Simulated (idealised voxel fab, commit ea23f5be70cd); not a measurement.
voxel self aligned vias: a process module
Cross-section cut: width 230 nm, square cells of 5 nm.
Cross-section format: a grid of square cells, given as bands from top to bottom; each band is one or more rows of cells. Band entry format. Leading values: height of top, height of bottom, nm. Remainder: materials in left-to-right order, each with its width in nm. Special words: "all across" on a single material, which then fills the band edge to edge; "empty", empty space. It should be noted that heights are counted from 0, beneath which the wafer as supplied is of one material throughout, and that the lowest band possesses no lower boundary but continues downward, as written in "from 0 down". Graded width ("30 to 40"): value in top row of band = first number; value in bottom row = second number; row-to-row change constant. Reading "no modifications" for a step: not a cell of the cross-section changed in it. "Sealed cavities" contains a list of empty spaces, each no smaller than 8 cells and without an open way to the top, written in the form width x height at distance with the distance from the left edge and all three in nm. Past the settings on a step's line: simulator remark, on that step. The line of a step may include "overlay nm". On a step with a mask, this value is how far to the right of its planned place the mask lay. A negative value means the mask lay to the left.
BELOW IS THE LIST OF PLANNED PROCESS STEPS
1,RECEIVE with material Si
2,CONFORMAL_DEP with material SiO2, thk nm 10
3,CONFORMAL_DEP with material SiCN, thk nm 5
4,DIRECTIONAL_DEP with material SiO2, thk nm 30
5,DIRECTIONAL_DEP with material aC, thk nm 15
6,PATTERN with tone open, mask id LINES, material resist, width nm 25, pitch nm 55, thk nm 30, overlay nm -15
7,DIRECTIONAL_ETCH with etch materials aC, depth nm 15
8,STRIP with etch materials resist
9,DIRECTIONAL_ETCH with etch materials SiO2, depth nm 30
10,STRIP with etch materials aC
11,CONFORMAL_DEP with material TiN, thk nm 5
12,FILL_DEP with material W, thk nm 5
13,CMP with height nm 45
14,SELECTIVE_ETCH with etch materials W Ru TiN, depth nm 10
15,FILL_DEP with material SiN, thk nm 5
16,CMP with height nm 45
17,DIRECTIONAL_DEP with material SiO2, thk nm 15
18,DIRECTIONAL_DEP with material aC, thk nm 10
19,PATTERN with tone open, mask id VIAS, material resist, width nm 35, pitch nm 55, thk nm 25, overlay nm 0
20,DIRECTIONAL_ETCH with etch materials aC, depth nm 10
21,STRIP with etch materials resist
22,DIRECTIONAL_ETCH with etch materials SiO2, depth nm 15
23,DIRECTIONAL_ETCH with etch materials SiN, depth nm 10
24,STRIP with etch materials aC
25,CONFORMAL_DEP with material TiN, thk nm 5
26,FILL_DEP with material Ru, thk nm 5
27,CMP with height nm 60
28,CONFORMAL_DEP with material SiCN, thk nm 5
Where the wafers of this document differ is in the overlay nm of step 6; they start out the same, and the plan states the value that applied to the first wafer.
AS RECEIVED, I.E. AFTER STEP 1: CROSS-SECTION THROUGH THE FIRST OF SEVERAL WAFERS
from 0 down = Si all across
Sealed cavities: none
CROSS-SECTION OF THE FIRST OF SEVERAL WAFERS ONCE THE MODULE HAS RUN THROUGH ITS LAST STEP, STEP 28
from 65 to 60 = SiCN all across
from 60 to 50 = SiO2 40 nm, then TiN 5 nm, then Ru 25 nm, then TiN 5 nm, then SiO2 20 nm, then TiN 5 nm, then Ru 25 nm, then TiN 5 nm, then SiO2 20 nm, then TiN 5 nm, then Ru 25 nm, then TiN 5 nm, then SiO2 45 nm
from 50 to 45 = SiO2 40 nm, then TiN 5 nm, then Ru 5 nm, then TiN 25 nm, then SiO2 20 nm, then TiN 5 nm, then Ru 5 nm, then TiN 25 nm, then SiO2 20 nm, then TiN 5 nm, then Ru 5 nm, then TiN 25 nm, then SiO2 45 nm
from 45 to 40 = SiO2 30 nm, then SiN 10 nm, then TiN 5 nm, then Ru 5 nm, then TiN 5 nm, then SiO2 30 nm, then SiN 10 nm, then TiN 5 nm, then Ru 5 nm, then TiN 5 nm, then SiO2 30 nm, then SiN 10 nm, then TiN 5 nm, then Ru 5 nm, then TiN 5 nm, then SiO2 65 nm
from 40 to 35 = SiO2 30 nm, then SiN 10 nm, then TiN 15 nm, then SiO2 30 nm, then SiN 10 nm, then TiN 15 nm, then SiO2 30 nm, then SiN 10 nm, then TiN 15 nm, then SiO2 65 nm
from 35 to 20 = SiO2 30 nm, then TiN 5 nm, then W 15 nm, then TiN 5 nm, then SiO2 30 nm, then TiN 5 nm, then W 15 nm, then TiN 5 nm, then SiO2 30 nm, then TiN 5 nm, then W 15 nm, then TiN 5 nm, then SiO2 65 nm
from 20 to 15 = SiO2 30 nm, then TiN 25 nm, then SiO2 30 nm, then TiN 25 nm, then SiO2 30 nm, then TiN 25 nm, then SiO2 65 nm
from 15 to 10 = SiCN all across
from 10 to 0 = SiO2 all across
from 0 down = Si all across
Sealed cavities: none
LAST WAFER X-SEC, END OF MODULE
from 65 to 60 = SiCN all across
from 60 to 50 = SiO2 40 nm, then TiN 5 nm, then Ru 25 nm, then TiN 5 nm, then SiO2 20 nm, then TiN 5 nm, then Ru 25 nm, then TiN 5 nm, then SiO2 20 nm, then TiN 5 nm, then Ru 25 nm, then TiN 5 nm, then SiO2 45 nm
from 50 to 45 = SiO2 40 nm, then TiN 25 nm, then Ru 5 nm, then TiN 5 nm, then SiO2 20 nm, then TiN 25 nm, then Ru 5 nm, then TiN 5 nm, then SiO2 20 nm, then TiN 25 nm, then Ru 5 nm, then TiN 5 nm, then SiO2 45 nm
from 45 to 40 = SiO2 60 nm, then TiN 5 nm, then Ru 5 nm, then TiN 5 nm, then SiN 10 nm, then SiO2 30 nm, then TiN 5 nm, then Ru 5 nm, then TiN 5 nm, then SiN 10 nm, then SiO2 30 nm, then TiN 5 nm, then Ru 5 nm, then TiN 5 nm, then SiN 10 nm, then SiO2 35 nm
from 40 to 35 = SiO2 60 nm, then TiN 15 nm, then SiN 10 nm, then SiO2 30 nm, then TiN 15 nm, then SiN 10 nm, then SiO2 30 nm, then TiN 15 nm, then SiN 10 nm, then SiO2 35 nm
from 35 to 20 = SiO2 60 nm, then TiN 5 nm, then W 15 nm, then TiN 5 nm, then SiO2 30 nm, then TiN 5 nm, then W 15 nm, then TiN 5 nm, then SiO2 30 nm, then TiN 5 nm, then W 15 nm, then TiN 5 nm, then SiO2 35 nm
from 20 to 15 = SiO2 60 nm, then TiN 25 nm, then SiO2 30 nm, then TiN 25 nm, then SiO2 30 nm, then TiN 25 nm, then SiO2 35 nm
from 15 to 10 = SiCN all across
from 10 to 0 = SiO2 all across
from 0 down = Si all across
Sealed cavities: none
ROWS = WAFERS. AT MODULE END, EACH ROW LISTS PER MATERIAL THE CELLS GAINED (+) OR LOST (-) SINCE THE WAFER WAS RECEIVED, THEN THE CLOSED VOIDS
overlay nm -15, +36 Ru, +92 SiCN, +12 SiN, +353 SiO2, +78 TiN, +27 W, Sealed cavities: none
overlay nm -10, +42 Ru, +92 SiCN, +6 SiN, +353 SiO2, +78 TiN, +27 W, Sealed cavities: none
overlay nm -5, +48 Ru, +92 SiCN, +353 SiO2, +78 TiN, +27 W, Sealed cavities: none
overlay nm 0, +48 Ru, +92 SiCN, +353 SiO2, +78 TiN, +27 W, Sealed cavities: none
overlay nm 5, +48 Ru, +92 SiCN, +353 SiO2, +78 TiN, +27 W, Sealed cavities: none
overlay nm 10, +42 Ru, +92 SiCN, +6 SiN, +353 SiO2, +78 TiN, +27 W, Sealed cavities: none
overlay nm 15, +36 Ru, +92 SiCN, +12 SiN, +353 SiO2, +78 TiN, +27 W, Sealed cavities: none
